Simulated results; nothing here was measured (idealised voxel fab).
process module | voxel wiring stack
cross-section cut | 185 nm wide | cells 5 nm
A cross-section is a grid of square cells, given in bands from the top down. A band is one or more rows of cells.
Each band's line starts with the height of the band's top and of its bottom, in nm. Then come its materials from left to right, each with its width in nm. One material with "throughout" fills the band from edge to edge. "air" is empty space.
Height 0 is the level under which the wafer as received is all one material. The lowest band goes on downwards, as in "0 down".
A width such as "30 to 40" changes by the same amount from each row of cells to the next, from the band's top row to its bottom row.
"no change" after a step means that no cell of the cross-section changed.
closed voids: empty space of 8 cells or more with no open way to the top, each as width x height at its distance from the left edge, in nm
after a step's settings: what the simulator itself notes on the step
overlay nm, on a step with a mask: how far to the right of its planned place the mask lay; to the left if negative
plan
1 op RECEIVE | material Si
2 op CONFORMAL_DEP | material SiO2 | thk nm 10
3 op CONFORMAL_DEP | material SiN | thk nm 5
4 op DIRECTIONAL_DEP | material SiO2 | thk nm 25
5 op MASKED_ETCH | tone open | mask id METAL_1 | width nm 20 | pitch nm 45 | etch materials SiO2 | depth nm 25 | overlay nm 0
6 op MASKED_ETCH | tone open | mask id METAL_1 | width nm 20 | pitch nm 45 | etch materials SiN | depth nm 5 | overlay nm 0
7 op CONFORMAL_DEP | material TiN | thk nm 5
8 op FILL_DEP | material Cu | thk nm 5
9 op CMP | height nm 40
10 op EPI | material Ru | thk nm 5
11 op FILL_DEP | material SiCN | thk nm 5
12 op DIRECTIONAL_DEP | material lowk | thk nm 30
13 op DIRECTIONAL_DEP | material aC | thk nm 10
14 op PATTERN | tone open | mask id METAL_2_HOLES | material resist | width nm 15 | pitch nm 45 | thk nm 30 | overlay nm 0
15 op DIRECTIONAL_ETCH | etch materials aC | depth nm 10
16 op STRIP | etch materials resist
17 op DIRECTIONAL_ETCH | etch materials lowk | depth nm 30
18 op STRIP | etch materials aC
19 op MASKED_ETCH | tone open | mask id METAL_2 | width nm 20 | pitch nm 45 | etch materials lowk | depth nm 20 | overlay nm 0
20 op MASKED_ETCH | tone open | mask id METAL_2 | width nm 20 | pitch nm 45 | etch materials SiCN | depth nm 5 | overlay nm 0
21 op CONFORMAL_DEP | material TiN | thk nm 5
22 op FILL_DEP | material Cu | thk nm 10
23 op CMP | height nm 80
24 op CONFORMAL_DEP | material SiN | thk nm 5
first wafer, as planned
as received, after step 1
  0 down: Si throughout
  closed voids: none
after step 2
  10 to 0: SiO2 throughout
  below 0: unchanged
after step 3
  15 to 10: SiN throughout
  below 10: unchanged
after step 4
  40 to 15: SiO2 throughout
  below 15: unchanged
after step 5
  40 to 15: SiO2 15 | air 20 | SiO2 25 | air 20 | SiO2 25 | air 20 | SiO2 25 | air 20 | SiO2 15
  below 15: unchanged
after step 6
  40 to 15: SiO2 15 | air 20 | SiO2 25 | air 20 | SiO2 25 | air 20 | SiO2 25 | air 20 | SiO2 15
  15 to 10: SiN 15 | air 20 | SiN 25 | air 20 | SiN 25 | air 20 | SiN 25 | air 20 | SiN 15
  below 10: unchanged
after step 7
  45 to 40: TiN 20 | air 10 | TiN 35 | air 10 | TiN 35 | air 10 | TiN 35 | air 10 | TiN 20
  40 to 15: SiO2 15 | TiN 5 | air 10 | TiN 5 | SiO2 25 | TiN 5 | air 10 | TiN 5 | SiO2 25 | TiN 5 | air 10 | TiN 5 | SiO2 25 | TiN 5 | air 10 | TiN 5 | SiO2 15
  15 to 10: SiN 15 | TiN 20 | SiN 25 | TiN 20 | SiN 25 | TiN 20 | SiN 25 | TiN 20 | SiN 15
  below 10: unchanged
after step 8
  50 to 45: Cu throughout
  45 to 40: TiN 20 | Cu 10 | TiN 35 | Cu 10 | TiN 35 | Cu 10 | TiN 35 | Cu 10 | TiN 20
  40 to 15: SiO2 15 | TiN 5 | Cu 10 | TiN 5 | SiO2 25 | TiN 5 | Cu 10 | TiN 5 | SiO2 25 | TiN 5 | Cu 10 | TiN 5 | SiO2 25 | TiN 5 | Cu 10 | TiN 5 | SiO2 15
  below 15: unchanged
after step 9
  40 to 15: SiO2 15 | TiN 5 | Cu 10 | TiN 5 | SiO2 25 | TiN 5 | Cu 10 | TiN 5 | SiO2 25 | TiN 5 | Cu 10 | TiN 5 | SiO2 25 | TiN 5 | Cu 10 | TiN 5 | SiO2 15
  below 15: unchanged
after step 10
  45 to 40: air 10 | Ru 30 | air 15 | Ru 30 | air 15 | Ru 30 | air 15 | Ru 30 | air 10
  below 40: unchanged
after step 11
  50 to 45: SiCN throughout
  45 to 40: SiCN 10 | Ru 30 | SiCN 15 | Ru 30 | SiCN 15 | Ru 30 | SiCN 15 | Ru 30 | SiCN 10
  below 40: unchanged
after step 12
  80 to 50: lowk throughout
  below 50: unchanged
after step 13
  90 to 80: aC throughout
  below 80: unchanged
after step 14
  120 to 90: resist 15 | air 15 | resist 30 | air 15 | resist 30 | air 15 | resist 30 | air 15 | resist 20
  below 90: unchanged
after step 15
  110 to 90: resist 15 | air 15 | resist 30 | air 15 | resist 30 | air 15 | resist 30 | air 15 | resist 20
  90 to 80: aC 15 | air 15 | aC 30 | air 15 | aC 30 | air 15 | aC 30 | air 15 | aC 20
  below 80: unchanged
after step 16
  90 to 80: aC 15 | air 15 | aC 30 | air 15 | aC 30 | air 15 | aC 30 | air 15 | aC 20
  below 80: unchanged
after step 17
  90 to 80: aC 15 | air 15 | aC 30 | air 15 | aC 30 | air 15 | aC 30 | air 15 | aC 20
  80 to 50: lowk 15 | air 15 | lowk 30 | air 15 | lowk 30 | air 15 | lowk 30 | air 15 | lowk 20
  below 50: unchanged
after step 18
  80 to 50: lowk 15 | air 15 | lowk 30 | air 15 | lowk 30 | air 15 | lowk 30 | air 15 | lowk 20
  below 50: unchanged
after step 19
  80 to 60: lowk 15 | air 20 | lowk 25 | air 20 | lowk 25 | air 20 | lowk 25 | air 20 | lowk 15
  below 60: unchanged
after step 20
  80 to 60: lowk 15 | air 20 | lowk 25 | air 20 | lowk 25 | air 20 | lowk 25 | air 20 | lowk 15
  60 to 50: lowk 15 | air 15 | lowk 30 | air 15 | lowk 30 | air 15 | lowk 30 | air 15 | lowk 20
  50 to 45: SiCN 15 | air 15 | SiCN 30 | air 15 | SiCN 30 | air 15 | SiCN 30 | air 15 | SiCN 20
  below 45: unchanged
after step 21
  85 to 80: TiN 20 | air 10 | TiN 35 | air 10 | TiN 35 | air 10 | TiN 35 | air 10 | TiN 20
  80 to 65: lowk 15 | TiN 5 | air 10 | TiN 5 | lowk 25 | TiN 5 | air 10 | TiN 5 | lowk 25 | TiN 5 | air 10 | TiN 5 | lowk 25 | TiN 5 | air 10 | TiN 5 | lowk 15
  65 to 60: lowk 15 | TiN 5 | air 5 | TiN 10 | lowk 25 | TiN 5 | air 5 | TiN 10 | lowk 25 | TiN 5 | air 5 | TiN 10 | lowk 25 | TiN 5 | air 5 | TiN 10 | lowk 15
  60 to 50: lowk 15 | TiN 5 | air 5 | TiN 5 | lowk 30 | TiN 5 | air 5 | TiN 5 | lowk 30 | TiN 5 | air 5 | TiN 5 | lowk 30 | TiN 5 | air 5 | TiN 5 | lowk 20
  50 to 45: SiCN 15 | TiN 15 | SiCN 30 | TiN 15 | SiCN 30 | TiN 15 | SiCN 30 | TiN 15 | SiCN 20
  below 45: unchanged
after step 22
  95 to 85: Cu throughout
  85 to 80: TiN 20 | Cu 10 | TiN 35 | Cu 10 | TiN 35 | Cu 10 | TiN 35 | Cu 10 | TiN 20
  80 to 65: lowk 15 | TiN 5 | Cu 10 | TiN 5 | lowk 25 | TiN 5 | Cu 10 | TiN 5 | lowk 25 | TiN 5 | Cu 10 | TiN 5 | lowk 25 | TiN 5 | Cu 10 | TiN 5 | lowk 15
  65 to 60: lowk 15 | TiN 5 | Cu 5 | TiN 10 | lowk 25 | TiN 5 | Cu 5 | TiN 10 | lowk 25 | TiN 5 | Cu 5 | TiN 10 | lowk 25 | TiN 5 | Cu 5 | TiN 10 | lowk 15
  60 to 50: lowk 15 | TiN 5 | Cu 5 | TiN 5 | lowk 30 | TiN 5 | Cu 5 | TiN 5 | lowk 30 | TiN 5 | Cu 5 | TiN 5 | lowk 30 | TiN 5 | Cu 5 | TiN 5 | lowk 20
  below 50: unchanged
after step 23
  80 to 65: lowk 15 | TiN 5 | Cu 10 | TiN 5 | lowk 25 | TiN 5 | Cu 10 | TiN 5 | lowk 25 | TiN 5 | Cu 10 | TiN 5 | lowk 25 | TiN 5 | Cu 10 | TiN 5 | lowk 15
  below 65: unchanged
after step 24
  85 to 80: SiN throughout
  below 80: unchanged
second wafer: like start, like plan, one mistake. Through step 1 it matches the first wafer
when step 2 should have ended
  5 to 0: SiN throughout
  below 0: unchanged
when step 3 should have ended
  15 to 5: SiO2 throughout
  below 5: unchanged
when step 4 should have ended
  40 to 5: SiO2 throughout
  below 5: unchanged
when step 5 should have ended
  40 to 15: SiO2 15 | air 20 | SiO2 25 | air 20 | SiO2 25 | air 20 | SiO2 25 | air 20 | SiO2 15
  below 15: unchanged
when step 6 should have ended: no change
when step 7 should have ended
  45 to 40: TiN 20 | air 10 | TiN 35 | air 10 | TiN 35 | air 10 | TiN 35 | air 10 | TiN 20
  40 to 20: SiO2 15 | TiN 5 | air 10 | TiN 5 | SiO2 25 | TiN 5 | air 10 | TiN 5 | SiO2 25 | TiN 5 | air 10 | TiN 5 | SiO2 25 | TiN 5 | air 10 | TiN 5 | SiO2 15
  20 to 15: SiO2 15 | TiN 20 | SiO2 25 | TiN 20 | SiO2 25 | TiN 20 | SiO2 25 | TiN 20 | SiO2 15
  below 15: unchanged
when step 8 should have ended
  50 to 45: Cu throughout
  45 to 40: TiN 20 | Cu 10 | TiN 35 | Cu 10 | TiN 35 | Cu 10 | TiN 35 | Cu 10 | TiN 20
  40 to 20: SiO2 15 | TiN 5 | Cu 10 | TiN 5 | SiO2 25 | TiN 5 | Cu 10 | TiN 5 | SiO2 25 | TiN 5 | Cu 10 | TiN 5 | SiO2 25 | TiN 5 | Cu 10 | TiN 5 | SiO2 15
  below 20: unchanged
when step 9 should have ended
  40 to 20: SiO2 15 | TiN 5 | Cu 10 | TiN 5 | SiO2 25 | TiN 5 | Cu 10 | TiN 5 | SiO2 25 | TiN 5 | Cu 10 | TiN 5 | SiO2 25 | TiN 5 | Cu 10 | TiN 5 | SiO2 15
  below 20: unchanged
when step 10 should have ended
  45 to 40: air 10 | Ru 30 | air 15 | Ru 30 | air 15 | Ru 30 | air 15 | Ru 30 | air 10
  below 40: unchanged
when step 11 should have ended
  50 to 45: SiCN throughout
  45 to 40: SiCN 10 | Ru 30 | SiCN 15 | Ru 30 | SiCN 15 | Ru 30 | SiCN 15 | Ru 30 | SiCN 10
  below 40: unchanged
when step 12 should have ended
  80 to 50: lowk throughout
  below 50: unchanged
when step 13 should have ended
  90 to 80: aC throughout
  below 80: unchanged
when step 14 should have ended
  120 to 90: resist 15 | air 15 | resist 30 | air 15 | resist 30 | air 15 | resist 30 | air 15 | resist 20
  below 90: unchanged
when step 15 should have ended
  110 to 90: resist 15 | air 15 | resist 30 | air 15 | resist 30 | air 15 | resist 30 | air 15 | resist 20
  90 to 80: aC 15 | air 15 | aC 30 | air 15 | aC 30 | air 15 | aC 30 | air 15 | aC 20
  below 80: unchanged
when step 16 should have ended
  90 to 80: aC 15 | air 15 | aC 30 | air 15 | aC 30 | air 15 | aC 30 | air 15 | aC 20
  below 80: unchanged
when step 17 should have ended
  90 to 80: aC 15 | air 15 | aC 30 | air 15 | aC 30 | air 15 | aC 30 | air 15 | aC 20
  80 to 50: lowk 15 | air 15 | lowk 30 | air 15 | lowk 30 | air 15 | lowk 30 | air 15 | lowk 20
  below 50: unchanged
when step 18 should have ended
  80 to 50: lowk 15 | air 15 | lowk 30 | air 15 | lowk 30 | air 15 | lowk 30 | air 15 | lowk 20
  below 50: unchanged
when step 19 should have ended
  80 to 60: lowk 15 | air 20 | lowk 25 | air 20 | lowk 25 | air 20 | lowk 25 | air 20 | lowk 15
  below 60: unchanged
when step 20 should have ended
  80 to 60: lowk 15 | air 20 | lowk 25 | air 20 | lowk 25 | air 20 | lowk 25 | air 20 | lowk 15
  60 to 50: lowk 15 | air 15 | lowk 30 | air 15 | lowk 30 | air 15 | lowk 30 | air 15 | lowk 20
  50 to 45: SiCN 15 | air 15 | SiCN 30 | air 15 | SiCN 30 | air 15 | SiCN 30 | air 15 | SiCN 20
  below 45: unchanged
when step 21 should have ended
  85 to 80: TiN 20 | air 10 | TiN 35 | air 10 | TiN 35 | air 10 | TiN 35 | air 10 | TiN 20
  80 to 65: lowk 15 | TiN 5 | air 10 | TiN 5 | lowk 25 | TiN 5 | air 10 | TiN 5 | lowk 25 | TiN 5 | air 10 | TiN 5 | lowk 25 | TiN 5 | air 10 | TiN 5 | lowk 15
  65 to 60: lowk 15 | TiN 5 | air 5 | TiN 10 | lowk 25 | TiN 5 | air 5 | TiN 10 | lowk 25 | TiN 5 | air 5 | TiN 10 | lowk 25 | TiN 5 | air 5 | TiN 10 | lowk 15
  60 to 50: lowk 15 | TiN 5 | air 5 | TiN 5 | lowk 30 | TiN 5 | air 5 | TiN 5 | lowk 30 | TiN 5 | air 5 | TiN 5 | lowk 30 | TiN 5 | air 5 | TiN 5 | lowk 20
  50 to 45: SiCN 15 | TiN 15 | SiCN 30 | TiN 15 | SiCN 30 | TiN 15 | SiCN 30 | TiN 15 | SiCN 20
  below 45: unchanged
when step 22 should have ended
  95 to 85: Cu throughout
  85 to 80: TiN 20 | Cu 10 | TiN 35 | Cu 10 | TiN 35 | Cu 10 | TiN 35 | Cu 10 | TiN 20
  80 to 65: lowk 15 | TiN 5 | Cu 10 | TiN 5 | lowk 25 | TiN 5 | Cu 10 | TiN 5 | lowk 25 | TiN 5 | Cu 10 | TiN 5 | lowk 25 | TiN 5 | Cu 10 | TiN 5 | lowk 15
  65 to 60: lowk 15 | TiN 5 | Cu 5 | TiN 10 | lowk 25 | TiN 5 | Cu 5 | TiN 10 | lowk 25 | TiN 5 | Cu 5 | TiN 10 | lowk 25 | TiN 5 | Cu 5 | TiN 10 | lowk 15
  60 to 50: lowk 15 | TiN 5 | Cu 5 | TiN 5 | lowk 30 | TiN 5 | Cu 5 | TiN 5 | lowk 30 | TiN 5 | Cu 5 | TiN 5 | lowk 30 | TiN 5 | Cu 5 | TiN 5 | lowk 20
  below 50: unchanged
when step 23 should have ended
  80 to 65: lowk 15 | TiN 5 | Cu 10 | TiN 5 | lowk 25 | TiN 5 | Cu 10 | TiN 5 | lowk 25 | TiN 5 | Cu 10 | TiN 5 | lowk 25 | TiN 5 | Cu 10 | TiN 5 | lowk 15
  below 65: unchanged
when step 24 should have ended
  85 to 80: SiN throughout
  below 80: unchanged
what went wrong: steps 2 and 3 were swapped
at the end the second wafer has, in cells: 8 fewer of Cu | 16 more of SiN | 8 fewer of TiN
